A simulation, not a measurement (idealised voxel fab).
process module | voxel gate over fins
cross-section cut | 255 nm wide | cells 5 nm
A cross-section is a grid of square cells, given in bands from the top down. A band is one or more rows of cells.
Each band's line starts with the height of the band's top and of its bottom, in nm. Then come its materials from left to right, each with its width in nm. One material with "throughout" fills the band from edge to edge. "air" is empty space.
Height 0 is the level under which the wafer as received is all one material. The lowest band goes on downwards, as in "0 down".
A width such as "30 to 40" changes by the same amount from each row of cells to the next, from the band's top row to its bottom row.
"no change" after a step means that no cell of the cross-section changed.
closed voids: empty space of 8 cells or more with no open way to the top, each as width x height at its distance from the left edge, in nm
after a step's settings: what the simulator itself notes on the step
overlay nm, on a step with a mask: how far to the right of its planned place the mask lay; to the left if negative
Each pair below shows a cross-section before one step and the cross-section after it, down to the lowest band that changed. The line under each pair gives the step between them, with its settings. The pairs can come from different runs of this module on the same starting wafer, so a pair continues from the pair above only where its "before" says so.
before
  0 down: Si throughout
  closed voids: none
after
  10 to 0: SiN throughout
  below 0: unchanged
  closed voids: none
the step between: op CONFORMAL_DEP | material SiN | thk nm 10
before: the cross-section after the pair above
after
  10 to 0: air 60 | SiN 15 | air 45 | SiN 15 | air 45 | SiN 15 | air 60
  below 0: unchanged
  closed voids: none
the step between: op MASKED_ETCH | tone cover | mask id FINS | width nm 15 | pitch nm 60 | etch materials SiN | depth nm 10 | overlay nm 0
before: the cross-section after the pair above
after
  10 to 0: air 60 | SiN 15 | air 45 | SiN 15 | air 45 | SiN 15 | air 60
  0 to -35: air 60 | Si 15 | air 45 | Si 15 | air 45 | Si 15 | air 60
  below -35: unchanged
  closed voids: none
the step between: op MASKED_ETCH | tone cover | mask id FINS | width nm 15 | pitch nm 60 | etch materials Si | depth nm 35 | overlay nm 0
before: the cross-section after the pair above
after
  10 to 0: air 60 | SiN 15 | air 45 | SiN 15 | air 45 | SiN 15 | air 60
  0 to -35: air 60 | SiO2 5 | Si 5 | SiO2 5 | air 45 | SiO2 5 | Si 5 | SiO2 5 | air 45 | SiO2 5 | Si 5 | SiO2 5 | air 60
  -35 to -40: SiO2 65 | Si 5 | SiO2 55 | Si 5 | SiO2 55 | Si 5 | SiO2 65
  below -40: unchanged
  closed voids: none
the step between: op OXIDIZE | depth nm 5
before: the cross-section after the pair above
after
  20 to 10: SiO2 throughout
  10 to 0: SiO2 60 | SiN 15 | SiO2 45 | SiN 15 | SiO2 45 | SiN 15 | SiO2 60
  0 to -40: SiO2 65 | Si 5 | SiO2 55 | Si 5 | SiO2 55 | Si 5 | SiO2 65
  below -40: unchanged
  closed voids: none
the step between: op FILL_DEP | material SiO2 | thk nm 10
before: the cross-section after the pair above
after
  10 to 0: SiO2 60 | SiN 15 | SiO2 45 | SiN 15 | SiO2 45 | SiN 15 | SiO2 60
  below 0: unchanged
  closed voids: none
the step between: op CMP | height nm 10
before: the cross-section after the pair above
after
  30 to 10: resist 90 | air 15 | resist 150
  below 10: unchanged
  closed voids: none
the step between: op PATTERN | tone open | mask id RAIL | material resist | width nm 15 | thk nm 20 | overlay nm 0
before: the cross-section after the pair above
after
  30 to 10: resist 90 | air 15 | resist 150
  10 to 0: SiO2 60 | SiN 15 | SiO2 15 | air 15 | SiO2 15 | SiN 15 | SiO2 45 | SiN 15 | SiO2 60
  0 to -30: SiO2 65 | Si 5 | SiO2 20 | air 15 | SiO2 20 | Si 5 | SiO2 55 | Si 5 | SiO2 65
  below -30: unchanged
  closed voids: none
the step between: op DIRECTIONAL_ETCH | etch materials SiO2 | depth nm 40
before: the cross-section after the pair above
after
  10 to 0: SiO2 60 | SiN 15 | SiO2 15 | air 15 | SiO2 15 | SiN 15 | SiO2 45 | SiN 15 | SiO2 60
  below 0: unchanged
  closed voids: none
the step between: op STRIP | etch materials resist
before: the cross-section after the pair above
after
  15 to 10: TiN 95 | air 5 | TiN 155
  10 to 0: SiO2 60 | SiN 15 | SiO2 15 | TiN 5 | air 5 | TiN 5 | SiO2 15 | SiN 15 | SiO2 45 | SiN 15 | SiO2 60
  0 to -25: SiO2 65 | Si 5 | SiO2 20 | TiN 5 | air 5 | TiN 5 | SiO2 20 | Si 5 | SiO2 55 | Si 5 | SiO2 65
  -25 to -30: SiO2 65 | Si 5 | SiO2 20 | TiN 15 | SiO2 20 | Si 5 | SiO2 55 | Si 5 | SiO2 65
  below -30: unchanged
  closed voids: none
the step between: op CONFORMAL_DEP | material TiN | thk nm 5
before: the cross-section after the pair above
after
  20 to 15: Ru throughout
  15 to 10: TiN 95 | Ru 5 | TiN 155
  10 to 0: SiO2 60 | SiN 15 | SiO2 15 | TiN 5 | Ru 5 | TiN 5 | SiO2 15 | SiN 15 | SiO2 45 | SiN 15 | SiO2 60
  0 to -25: SiO2 65 | Si 5 | SiO2 20 | TiN 5 | Ru 5 | TiN 5 | SiO2 20 | Si 5 | SiO2 55 | Si 5 | SiO2 65
  below -25: unchanged
  closed voids: none
the step between: op FILL_DEP | material Ru | thk nm 5
before: the cross-section after the pair above
after
  10 to 0: SiO2 60 | SiN 15 | SiO2 15 | TiN 5 | Ru 5 | TiN 5 | SiO2 15 | SiN 15 | SiO2 45 | SiN 15 | SiO2 60
  below 0: unchanged
  closed voids: none
the step between: op CMP | height nm 10
before: the cross-section after the pair above
after
  10 to 0: SiO2 60 | SiN 15 | SiO2 15 | air 15 | SiO2 15 | SiN 15 | SiO2 45 | SiN 15 | SiO2 60
  0 to -20: SiO2 65 | Si 5 | SiO2 20 | air 15 | SiO2 20 | Si 5 | SiO2 55 | Si 5 | SiO2 65
  below -20: unchanged
  closed voids: none
the step between: op SELECTIVE_ETCH | etch materials W Ru TiN | depth nm 30
before: the cross-section after the pair above
after
  15 to 10: SiO2 throughout
  10 to 0: SiO2 60 | SiN 15 | SiO2 45 | SiN 15 | SiO2 45 | SiN 15 | SiO2 60
  0 to -20: SiO2 65 | Si 5 | SiO2 55 | Si 5 | SiO2 55 | Si 5 | SiO2 65
  below -20: unchanged
  closed voids: none
the step between: op FILL_DEP | material SiO2 | thk nm 5
before: the cross-section after the pair above
after
  10 to 0: SiO2 60 | SiN 15 | SiO2 45 | SiN 15 | SiO2 45 | SiN 15 | SiO2 60
  below 0: unchanged
  closed voids: none
the step between: op CMP | height nm 10
before: the cross-section after the pair above
after
  10 to 0: air 60 | SiN 15 | air 45 | SiN 15 | air 45 | SiN 15 | air 60
  0 to -15: air 65 | Si 5 | air 55 | Si 5 | air 55 | Si 5 | air 65
  below -15: unchanged
  closed voids: none
the step between: op SELECTIVE_ETCH | etch materials SiO2 | depth nm 25
before: the cross-section after the pair above
after
  0 to -15: air 65 | Si 5 | air 55 | Si 5 | air 55 | Si 5 | air 65
  below -15: unchanged
  closed voids: none
the step between: op STRIP | etch materials SiN
before: the cross-section after the pair above
after
  5 to 0: air 60 | HfO2 15 | air 45 | HfO2 15 | air 45 | HfO2 15 | air 60
  0 to -10: air 60 | HfO2 5 | Si 5 | HfO2 5 | air 45 | HfO2 5 | Si 5 | HfO2 5 | air 45 | HfO2 5 | Si 5 | HfO2 5 | air 60
  -10 to -15: HfO2 65 | Si 5 | HfO2 55 | Si 5 | HfO2 55 | Si 5 | HfO2 65
  below -15: unchanged
  closed voids: none
the step between: op CONFORMAL_DEP | material HfO2 | thk nm 5
before: the cross-section after the pair above
after
  10 to 5: air 55 | TiN 25 | air 35 | TiN 25 | air 35 | TiN 25 | air 55
  5 to 0: air 55 | TiN 5 | HfO2 15 | TiN 5 | air 35 | TiN 5 | HfO2 15 | TiN 5 | air 35 | TiN 5 | HfO2 15 | TiN 5 | air 55
  0 to -5: air 55 | TiN 5 | HfO2 5 | Si 5 | HfO2 5 | TiN 5 | air 35 | TiN 5 | HfO2 5 | Si 5 | HfO2 5 | TiN 5 | air 35 | TiN 5 | HfO2 5 | Si 5 | HfO2 5 | TiN 5 | air 55
  -5 to -10: TiN 60 | HfO2 5 | Si 5 | HfO2 5 | TiN 45 | HfO2 5 | Si 5 | HfO2 5 | TiN 45 | HfO2 5 | Si 5 | HfO2 5 | TiN 60
  below -10: unchanged
  closed voids: none
the step between: op CONFORMAL_DEP | material TiN | thk nm 5
before: the cross-section after the pair above
after
  25 to 10: W throughout
  10 to 5: W 55 | TiN 25 | W 35 | TiN 25 | W 35 | TiN 25 | W 55
  5 to 0: W 55 | TiN 5 | HfO2 15 | TiN 5 | W 35 | TiN 5 | HfO2 15 | TiN 5 | W 35 | TiN 5 | HfO2 15 | TiN 5 | W 55
  0 to -5: W 55 | TiN 5 | HfO2 5 | Si 5 | HfO2 5 | TiN 5 | W 35 | TiN 5 | HfO2 5 | Si 5 | HfO2 5 | TiN 5 | W 35 | TiN 5 | HfO2 5 | Si 5 | HfO2 5 | TiN 5 | W 55
  below -5: unchanged
  closed voids: none
the step between: op FILL_DEP | material W | thk nm 15
before: the cross-section after the pair above
after
  20 to 10: W throughout
  below 10: unchanged
  closed voids: none
the step between: op CMP | height nm 20
before: the cross-section after the pair above
after
  30 to 20: SiCN throughout
  below 20: unchanged
  closed voids: none
the step between: op CONFORMAL_DEP | material SiCN | thk nm 10
before
  0 to -15: air 65 | Si 5 | air 55 | Si 5 | air 55 | Si 5 | air 65
  -15 to -20: SiO2 65 | Si 5 | SiO2 55 | Si 5 | SiO2 55 | Si 5 | SiO2 65
  -20 to -25: SiO2 65 | Si 5 | SiO2 20 | TiN 5 | Ru 5 | TiN 5 | SiO2 20 | Si 5 | SiO2 55 | Si 5 | SiO2 65
  -25 to -30: SiO2 65 | Si 5 | SiO2 20 | TiN 15 | SiO2 20 | Si 5 | SiO2 55 | Si 5 | SiO2 65
  -30 to -40: SiO2 65 | Si 5 | SiO2 55 | Si 5 | SiO2 55 | Si 5 | SiO2 65
  -40 down: Si throughout
  closed voids: none
after
  5 to 0: air 60 | TiN 15 | air 45 | TiN 15 | air 45 | TiN 15 | air 60
  0 to -10: air 60 | TiN 5 | Si 5 | TiN 5 | air 45 | TiN 5 | Si 5 | TiN 5 | air 45 | TiN 5 | Si 5 | TiN 5 | air 60
  -10 to -15: TiN 65 | Si 5 | TiN 55 | Si 5 | TiN 55 | Si 5 | TiN 65
  below -15: unchanged
  closed voids: none
the step between: op CONFORMAL_DEP | material TiN | thk nm 5
before: the cross-section after the pair above
after
  20 to 5: W throughout
  5 to 0: W 60 | TiN 15 | W 45 | TiN 15 | W 45 | TiN 15 | W 60
  0 to -10: W 60 | TiN 5 | Si 5 | TiN 5 | W 45 | TiN 5 | Si 5 | TiN 5 | W 45 | TiN 5 | Si 5 | TiN 5 | W 60
  below -10: unchanged
  closed voids: none
the step between: op FILL_DEP | material W | thk nm 15
before: the cross-section after the pair above
after
  30 to 20: SiCN throughout
  below 20: unchanged
  closed voids: none
the step between: op CONFORMAL_DEP | material SiCN | thk nm 10
before
  10 to 0: air 60 | SiN 15 | air 45 | SiN 15 | air 45 | SiN 15 | air 60
  0 to -35: air 60 | Si 15 | air 45 | Si 15 | air 45 | Si 15 | air 60
  -35 down: Si throughout
  closed voids: none
after
  10 to 0: air 60 | SiN 15 | air 45 | SiN 15 | air 45 | SiN 15 | air 60
  0 to -70: air 60 | Si 15 | air 45 | Si 15 | air 45 | Si 15 | air 60
  below -70: unchanged
  closed voids: none
the step between: op MASKED_ETCH | tone cover | mask id FINS | width nm 15 | pitch nm 60 | etch materials Si | depth nm 35 | overlay nm 0
before: the cross-section after the pair above
after
  10 to 0: air 60 | SiN 15 | air 45 | SiN 15 | air 45 | SiN 15 | air 60
  0 to -70: air 60 | SiO2 5 | Si 5 | SiO2 5 | air 45 | SiO2 5 | Si 5 | SiO2 5 | air 45 | SiO2 5 | Si 5 | SiO2 5 | air 60
  -70 to -75: SiO2 65 | Si 5 | SiO2 55 | Si 5 | SiO2 55 | Si 5 | SiO2 65
  below -75: unchanged
  closed voids: none
the step between: op OXIDIZE | depth nm 5
before: the cross-section after the pair above
after
  20 to 10: SiO2 throughout
  10 to 0: SiO2 60 | SiN 15 | SiO2 45 | SiN 15 | SiO2 45 | SiN 15 | SiO2 60
  0 to -75: SiO2 65 | Si 5 | SiO2 55 | Si 5 | SiO2 55 | Si 5 | SiO2 65
  below -75: unchanged
  closed voids: none
the step between: op FILL_DEP | material SiO2 | thk nm 10
before: the cross-section after the pair above
after
  10 to 0: SiO2 60 | SiN 15 | SiO2 45 | SiN 15 | SiO2 45 | SiN 15 | SiO2 60
  below 0: unchanged
  closed voids: none
the step between: op CMP | height nm 10
before: the cross-section after the pair above
after
  30 to 10: resist 90 | air 15 | resist 150
  below 10: unchanged
  closed voids: none
the step between: op PATTERN | tone open | mask id RAIL | material resist | width nm 15 | thk nm 20 | overlay nm 0
before: the cross-section after the pair above
after
  30 to 10: resist 90 | air 15 | resist 150
  10 to 0: SiO2 60 | SiN 15 | SiO2 15 | air 15 | SiO2 15 | SiN 15 | SiO2 45 | SiN 15 | SiO2 60
  0 to -30: SiO2 65 | Si 5 | SiO2 20 | air 15 | SiO2 20 | Si 5 | SiO2 55 | Si 5 | SiO2 65
  below -30: unchanged
  closed voids: none
the step between: op DIRECTIONAL_ETCH | etch materials SiO2 | depth nm 40
before: the cross-section after the pair above
after
  10 to 0: SiO2 60 | SiN 15 | SiO2 15 | air 15 | SiO2 15 | SiN 15 | SiO2 45 | SiN 15 | SiO2 60
  below 0: unchanged
  closed voids: none
the step between: op STRIP | etch materials resist
before: the cross-section after the pair above
after
  15 to 10: TiN 95 | air 5 | TiN 155
  10 to 0: SiO2 60 | SiN 15 | SiO2 15 | TiN 5 | air 5 | TiN 5 | SiO2 15 | SiN 15 | SiO2 45 | SiN 15 | SiO2 60
  0 to -25: SiO2 65 | Si 5 | SiO2 20 | TiN 5 | air 5 | TiN 5 | SiO2 20 | Si 5 | SiO2 55 | Si 5 | SiO2 65
  -25 to -30: SiO2 65 | Si 5 | SiO2 20 | TiN 15 | SiO2 20 | Si 5 | SiO2 55 | Si 5 | SiO2 65
  below -30: unchanged
  closed voids: none
the step between: op CONFORMAL_DEP | material TiN | thk nm 5
before: the cross-section after the pair above
after
  20 to 15: Ru throughout
  15 to 10: TiN 95 | Ru 5 | TiN 155
  10 to 0: SiO2 60 | SiN 15 | SiO2 15 | TiN 5 | Ru 5 | TiN 5 | SiO2 15 | SiN 15 | SiO2 45 | SiN 15 | SiO2 60
  0 to -25: SiO2 65 | Si 5 | SiO2 20 | TiN 5 | Ru 5 | TiN 5 | SiO2 20 | Si 5 | SiO2 55 | Si 5 | SiO2 65
  below -25: unchanged
  closed voids: none
the step between: op FILL_DEP | material Ru | thk nm 5
before: the cross-section after the pair above
after
  10 to 0: SiO2 60 | SiN 15 | SiO2 15 | TiN 5 | Ru 5 | TiN 5 | SiO2 15 | SiN 15 | SiO2 45 | SiN 15 | SiO2 60
  below 0: unchanged
  closed voids: none
the step between: op CMP | height nm 10
before: the cross-section after the pair above
after
  10 to 0: SiO2 60 | SiN 15 | SiO2 15 | air 15 | SiO2 15 | SiN 15 | SiO2 45 | SiN 15 | SiO2 60
  0 to -20: SiO2 65 | Si 5 | SiO2 20 | air 15 | SiO2 20 | Si 5 | SiO2 55 | Si 5 | SiO2 65
  below -20: unchanged
  closed voids: none
the step between: op SELECTIVE_ETCH | etch materials W Ru TiN | depth nm 30
before: the cross-section after the pair above
after
  15 to 10: SiO2 throughout
  10 to 0: SiO2 60 | SiN 15 | SiO2 45 | SiN 15 | SiO2 45 | SiN 15 | SiO2 60
  0 to -20: SiO2 65 | Si 5 | SiO2 55 | Si 5 | SiO2 55 | Si 5 | SiO2 65
  below -20: unchanged
  closed voids: none
the step between: op FILL_DEP | material SiO2 | thk nm 5
before: the cross-section after the pair above
after
  10 to 0: SiO2 60 | SiN 15 | SiO2 45 | SiN 15 | SiO2 45 | SiN 15 | SiO2 60
  below 0: unchanged
  closed voids: none
the step between: op CMP | height nm 10
before: the cross-section after the pair above
after
  10 to 0: air 60 | SiN 15 | air 45 | SiN 15 | air 45 | SiN 15 | air 60
  0 to -15: air 65 | Si 5 | air 55 | Si 5 | air 55 | Si 5 | air 65
  below -15: unchanged
  closed voids: none
the step between: op SELECTIVE_ETCH | etch materials SiO2 | depth nm 25
before: the cross-section after the pair above
after
  0 to -15: air 65 | Si 5 | air 55 | Si 5 | air 55 | Si 5 | air 65
  below -15: unchanged
  closed voids: none
the step between: op STRIP | etch materials SiN
before: the cross-section after the pair above
after
  5 to 0: air 60 | HfO2 15 | air 45 | HfO2 15 | air 45 | HfO2 15 | air 60
  0 to -10: air 60 | HfO2 5 | Si 5 | HfO2 5 | air 45 | HfO2 5 | Si 5 | HfO2 5 | air 45 | HfO2 5 | Si 5 | HfO2 5 | air 60
  -10 to -15: HfO2 65 | Si 5 | HfO2 55 | Si 5 | HfO2 55 | Si 5 | HfO2 65
  below -15: unchanged
  closed voids: none
the step between: op CONFORMAL_DEP | material HfO2 | thk nm 5
before: the cross-section after the pair above
after
  10 to 5: air 55 | TiN 25 | air 35 | TiN 25 | air 35 | TiN 25 | air 55
  5 to 0: air 55 | TiN 5 | HfO2 15 | TiN 5 | air 35 | TiN 5 | HfO2 15 | TiN 5 | air 35 | TiN 5 | HfO2 15 | TiN 5 | air 55
  0 to -5: air 55 | TiN 5 | HfO2 5 | Si 5 | HfO2 5 | TiN 5 | air 35 | TiN 5 | HfO2 5 | Si 5 | HfO2 5 | TiN 5 | air 35 | TiN 5 | HfO2 5 | Si 5 | HfO2 5 | TiN 5 | air 55
  -5 to -10: TiN 60 | HfO2 5 | Si 5 | HfO2 5 | TiN 45 | HfO2 5 | Si 5 | HfO2 5 | TiN 45 | HfO2 5 | Si 5 | HfO2 5 | TiN 60
  below -10: unchanged
  closed voids: none
the step between: op CONFORMAL_DEP | material TiN | thk nm 5
before: the cross-section after the pair above
after
  25 to 10: W throughout
  10 to 5: W 55 | TiN 25 | W 35 | TiN 25 | W 35 | TiN 25 | W 55
  5 to 0: W 55 | TiN 5 | HfO2 15 | TiN 5 | W 35 | TiN 5 | HfO2 15 | TiN 5 | W 35 | TiN 5 | HfO2 15 | TiN 5 | W 55
  0 to -5: W 55 | TiN 5 | HfO2 5 | Si 5 | HfO2 5 | TiN 5 | W 35 | TiN 5 | HfO2 5 | Si 5 | HfO2 5 | TiN 5 | W 35 | TiN 5 | HfO2 5 | Si 5 | HfO2 5 | TiN 5 | W 55
  below -5: unchanged
  closed voids: none
the step between: op FILL_DEP | material W | thk nm 15
before: the cross-section after the pair above
after
  20 to 10: W throughout
  below 10: unchanged
  closed voids: none
the step between: op CMP | height nm 20
before: the cross-section after the pair above
after
  30 to 20: SiCN throughout
  below 20: unchanged
  closed voids: none
the step between: op CONFORMAL_DEP | material SiCN | thk nm 10
before
  10 to 0: SiO2 60 | SiN 15 | SiO2 45 | SiN 15 | SiO2 45 | SiN 15 | SiO2 60
  0 to -20: SiO2 65 | Si 5 | SiO2 55 | Si 5 | SiO2 55 | Si 5 | SiO2 65
  -20 to -25: SiO2 65 | Si 5 | SiO2 20 | TiN 5 | Ru 5 | TiN 5 | SiO2 20 | Si 5 | SiO2 55 | Si 5 | SiO2 65
  -25 to -30: SiO2 65 | Si 5 | SiO2 20 | TiN 15 | SiO2 20 | Si 5 | SiO2 55 | Si 5 | SiO2 65
  -30 to -40: SiO2 65 | Si 5 | SiO2 55 | Si 5 | SiO2 55 | Si 5 | SiO2 65
  -40 down: Si throughout
  closed voids: none
after
  10 to 0: SiO2 60 | air 15 | SiO2 45 | air 15 | SiO2 45 | air 15 | SiO2 60
  below 0: unchanged
  closed voids: none
the step between: op STRIP | etch materials SiN
before: the cross-section after the pair above
after
  0 to -15: air 65 | Si 5 | air 55 | Si 5 | air 55 | Si 5 | air 65
  -15 to -20: SiO2 35 | air 30 | Si 5 | air 55 | Si 5 | air 55 | Si 5 | air 30 | SiO2 35
  -20 to -25: SiO2 35 | air 30 | Si 5 | air 20 | TiN 5 | Ru 5 | TiN 5 | air 20 | Si 5 | air 55 | Si 5 | air 30 | SiO2 35
  below -25: unchanged
  closed voids: none
the step between: op SELECTIVE_ETCH | etch materials SiO2 | depth nm 25
before: the cross-section after the pair above
after
  5 to 0: air 60 | HfO2 15 | air 45 | HfO2 15 | air 45 | HfO2 15 | air 60
  0 to -10: air 60 | HfO2 5 | Si 5 | HfO2 5 | air 45 | HfO2 5 | Si 5 | HfO2 5 | air 45 | HfO2 5 | Si 5 | HfO2 5 | air 60
  -10 to -15: HfO2 40 | air 20 | HfO2 5 | Si 5 | HfO2 5 | air 45 | HfO2 5 | Si 5 | HfO2 5 | air 45 | HfO2 5 | Si 5 | HfO2 5 | air 20 | HfO2 40
  -15 to -20: SiO2 35 | HfO2 5 | air 20 | HfO2 5 | Si 5 | HfO2 5 | air 10 | HfO2 25 | air 10 | HfO2 5 | Si 5 | HfO2 5 | air 45 | HfO2 5 | Si 5 | HfO2 5 | air 20 | HfO2 5 | SiO2 35
  -20 to -25: SiO2 35 | HfO2 30 | Si 5 | HfO2 20 | TiN 5 | Ru 5 | TiN 5 | HfO2 20 | Si 5 | HfO2 55 | Si 5 | HfO2 30 | SiO2 35
  below -25: unchanged
  closed voids: none
the step between: op CONFORMAL_DEP | material HfO2 | thk nm 5
before: the cross-section after the pair above
after
  10 to 5: air 55 | TiN 25 | air 35 | TiN 25 | air 35 | TiN 25 | air 55
  5 to 0: air 55 | TiN 5 | HfO2 15 | TiN 5 | air 35 | TiN 5 | HfO2 15 | TiN 5 | air 35 | TiN 5 | HfO2 15 | TiN 5 | air 55
  0 to -5: air 55 | TiN 5 | HfO2 5 | Si 5 | HfO2 5 | TiN 5 | air 35 | TiN 5 | HfO2 5 | Si 5 | HfO2 5 | TiN 5 | air 35 | TiN 5 | HfO2 5 | Si 5 | HfO2 5 | TiN 5 | air 55
  -5 to -10: TiN 45 | air 10 | TiN 5 | HfO2 5 | Si 5 | HfO2 5 | TiN 5 | air 35 | TiN 5 | HfO2 5 | Si 5 | HfO2 5 | TiN 5 | air 35 | TiN 5 | HfO2 5 | Si 5 | HfO2 5 | TiN 5 | air 10 | TiN 45
  -10 to -15: HfO2 40 | TiN 5 | air 10 | TiN 5 | HfO2 5 | Si 5 | HfO2 5 | TiN 45 | HfO2 5 | Si 5 | HfO2 5 | TiN 5 | air 35 | TiN 5 | HfO2 5 | Si 5 | HfO2 5 | TiN 5 | air 10 | TiN 5 | HfO2 40
  -15 to -20: SiO2 35 | HfO2 5 | TiN 20 | HfO2 5 | Si 5 | HfO2 5 | TiN 10 | HfO2 25 | TiN 10 | HfO2 5 | Si 5 | HfO2 5 | TiN 45 | HfO2 5 | Si 5 | HfO2 5 | TiN 20 | HfO2 5 | SiO2 35
  below -20: unchanged
  closed voids: none
the step between: op CONFORMAL_DEP | material TiN | thk nm 5
before: the cross-section after the pair above
after
  25 to 10: W throughout
  10 to 5: W 55 | TiN 25 | W 35 | TiN 25 | W 35 | TiN 25 | W 55
  5 to 0: W 55 | TiN 5 | HfO2 15 | TiN 5 | W 35 | TiN 5 | HfO2 15 | TiN 5 | W 35 | TiN 5 | HfO2 15 | TiN 5 | W 55
  0 to -5: W 55 | TiN 5 | HfO2 5 | Si 5 | HfO2 5 | TiN 5 | W 35 | TiN 5 | HfO2 5 | Si 5 | HfO2 5 | TiN 5 | W 35 | TiN 5 | HfO2 5 | Si 5 | HfO2 5 | TiN 5 | W 55
  -5 to -10: TiN 45 | W 10 | TiN 5 | HfO2 5 | Si 5 | HfO2 5 | TiN 5 | W 35 | TiN 5 | HfO2 5 | Si 5 | HfO2 5 | TiN 5 | W 35 | TiN 5 | HfO2 5 | Si 5 | HfO2 5 | TiN 5 | W 10 | TiN 45
  -10 to -15: HfO2 40 | TiN 5 | W 10 | TiN 5 | HfO2 5 | Si 5 | HfO2 5 | TiN 45 | HfO2 5 | Si 5 | HfO2 5 | TiN 5 | W 35 | TiN 5 | HfO2 5 | Si 5 | HfO2 5 | TiN 5 | W 10 | TiN 5 | HfO2 40
  below -15: unchanged
  closed voids: none
the step between: op FILL_DEP | material W | thk nm 15
before: the cross-section after the pair above
after
  20 to 10: W throughout
  below 10: unchanged
  closed voids: none
the step between: op CMP | height nm 20
before: the cross-section after the pair above
after
  30 to 20: SiCN throughout
  below 20: unchanged
  closed voids: none
the step between: op CONFORMAL_DEP | material SiCN | thk nm 10
before
  10 to 0: SiO2 60 | SiN 15 | SiO2 45 | SiN 15 | SiO2 45 | SiN 15 | SiO2 60
  0 to -20: SiO2 65 | Si 5 | SiO2 55 | Si 5 | SiO2 55 | Si 5 | SiO2 65
  -20 to -25: SiO2 65 | Si 5 | SiO2 20 | TiN 5 | Ru 5 | TiN 5 | SiO2 20 | Si 5 | SiO2 55 | Si 5 | SiO2 65
  -25 to -30: SiO2 65 | Si 5 | SiO2 20 | TiN 15 | SiO2 20 | Si 5 | SiO2 55 | Si 5 | SiO2 65
  -30 to -40: SiO2 65 | Si 5 | SiO2 55 | Si 5 | SiO2 55 | Si 5 | SiO2 65
  -40 down: Si throughout
  closed voids: none
after
  10 to 0: air 60 | SiN 15 | air 45 | SiN 15 | air 45 | SiN 15 | air 60
  0 to -5: air 65 | Si 5 | air 55 | Si 5 | air 55 | Si 5 | air 65
  below -5: unchanged
  closed voids: none
the step between: op SELECTIVE_ETCH | etch materials SiO2 | depth nm 15
before: the cross-section after the pair above
after
  0 to -5: air 65 | Si 5 | air 55 | Si 5 | air 55 | Si 5 | air 65
  below -5: unchanged
  closed voids: none
the step between: op STRIP | etch materials SiN
before: the cross-section after the pair above
after
  5 to 0: air 60 | HfO2 15 | air 45 | HfO2 15 | air 45 | HfO2 15 | air 60
  0 to -5: HfO2 65 | Si 5 | HfO2 55 | Si 5 | HfO2 55 | Si 5 | HfO2 65
  below -5: unchanged
  closed voids: none
the step between: op CONFORMAL_DEP | material HfO2 | thk nm 5
before: the cross-section after the pair above
after
  10 to 5: air 55 | TiN 25 | air 35 | TiN 25 | air 35 | TiN 25 | air 55
  5 to 0: TiN 60 | HfO2 15 | TiN 45 | HfO2 15 | TiN 45 | HfO2 15 | TiN 60
  below 0: unchanged
  closed voids: none
the step between: op CONFORMAL_DEP | material TiN | thk nm 5
before: the cross-section after the pair above
after
  25 to 10: W throughout
  10 to 5: W 55 | TiN 25 | W 35 | TiN 25 | W 35 | TiN 25 | W 55
  below 5: unchanged
  closed voids: none
the step between: op FILL_DEP | material W | thk nm 15
before: the cross-section after the pair above
after
  20 to 10: W throughout
  below 10: unchanged
  closed voids: none
the step between: op CMP | height nm 20
before: the cross-section after the pair above
after
  30 to 20: SiCN throughout
  below 20: unchanged
  closed voids: none
the step between: op CONFORMAL_DEP | material SiCN | thk nm 10
before
  10 to 0: SiO2 60 | SiN 15 | SiO2 45 | SiN 15 | SiO2 45 | SiN 15 | SiO2 60
  0 to -40: SiO2 65 | Si 5 | SiO2 55 | Si 5 | SiO2 55 | Si 5 | SiO2 65
  -40 down: Si throughout
  closed voids: none
after
  30 to 10: resist 90 | air 20 | resist 145
  below 10: unchanged
  closed voids: none
the step between: op PATTERN | tone open | mask id RAIL | material resist | width nm 20 | thk nm 20 | overlay nm 0
before: the cross-section after the pair above
after
  30 to 10: resist 90 | air 20 | resist 145
  10 to 0: SiO2 60 | SiN 15 | SiO2 15 | air 20 | SiO2 10 | SiN 15 | SiO2 45 | SiN 15 | SiO2 60
  0 to -30: SiO2 65 | Si 5 | SiO2 20 | air 20 | SiO2 15 | Si 5 | SiO2 55 | Si 5 | SiO2 65
  below -30: unchanged
  closed voids: none
the step between: op DIRECTIONAL_ETCH | etch materials SiO2 | depth nm 40
before: the cross-section after the pair above
after
  10 to 0: SiO2 60 | SiN 15 | SiO2 15 | air 20 | SiO2 10 | SiN 15 | SiO2 45 | SiN 15 | SiO2 60
  below 0: unchanged
  closed voids: none
the step between: op STRIP | etch materials resist
before: the cross-section after the pair above
after
  15 to 10: TiN 95 | air 10 | TiN 150
  10 to 0: SiO2 60 | SiN 15 | SiO2 15 | TiN 5 | air 10 | TiN 5 | SiO2 10 | SiN 15 | SiO2 45 | SiN 15 | SiO2 60
  0 to -25: SiO2 65 | Si 5 | SiO2 20 | TiN 5 | air 10 | TiN 5 | SiO2 15 | Si 5 | SiO2 55 | Si 5 | SiO2 65
  -25 to -30: SiO2 65 | Si 5 | SiO2 20 | TiN 20 | SiO2 15 | Si 5 | SiO2 55 | Si 5 | SiO2 65
  below -30: unchanged
  closed voids: none
the step between: op CONFORMAL_DEP | material TiN | thk nm 5
before: the cross-section after the pair above
after
  20 to 15: Ru throughout
  15 to 10: TiN 95 | Ru 10 | TiN 150
  10 to 0: SiO2 60 | SiN 15 | SiO2 15 | TiN 5 | Ru 10 | TiN 5 | SiO2 10 | SiN 15 | SiO2 45 | SiN 15 | SiO2 60
  0 to -25: SiO2 65 | Si 5 | SiO2 20 | TiN 5 | Ru 10 | TiN 5 | SiO2 15 | Si 5 | SiO2 55 | Si 5 | SiO2 65
  below -25: unchanged
  closed voids: none
the step between: op FILL_DEP | material Ru | thk nm 5
before: the cross-section after the pair above
after
  10 to 0: SiO2 60 | SiN 15 | SiO2 15 | TiN 5 | Ru 10 | TiN 5 | SiO2 10 | SiN 15 | SiO2 45 | SiN 15 | SiO2 60
  below 0: unchanged
  closed voids: none
the step between: op CMP | height nm 10
before: the cross-section after the pair above
after
  10 to 0: SiO2 60 | SiN 15 | SiO2 15 | air 20 | SiO2 10 | SiN 15 | SiO2 45 | SiN 15 | SiO2 60
  0 to -20: SiO2 65 | Si 5 | SiO2 20 | air 20 | SiO2 15 | Si 5 | SiO2 55 | Si 5 | SiO2 65
  below -20: unchanged
  closed voids: none
the step between: op SELECTIVE_ETCH | etch materials W Ru TiN | depth nm 30
before: the cross-section after the pair above
after
  15 to 10: SiO2 throughout
  10 to 0: SiO2 60 | SiN 15 | SiO2 45 | SiN 15 | SiO2 45 | SiN 15 | SiO2 60
  0 to -20: SiO2 65 | Si 5 | SiO2 55 | Si 5 | SiO2 55 | Si 5 | SiO2 65
  below -20: unchanged
  closed voids: none
the step between: op FILL_DEP | material SiO2 | thk nm 5
before: the cross-section after the pair above
after
  10 to 0: SiO2 60 | SiN 15 | SiO2 45 | SiN 15 | SiO2 45 | SiN 15 | SiO2 60
  below 0: unchanged
  closed voids: none
the step between: op CMP | height nm 10
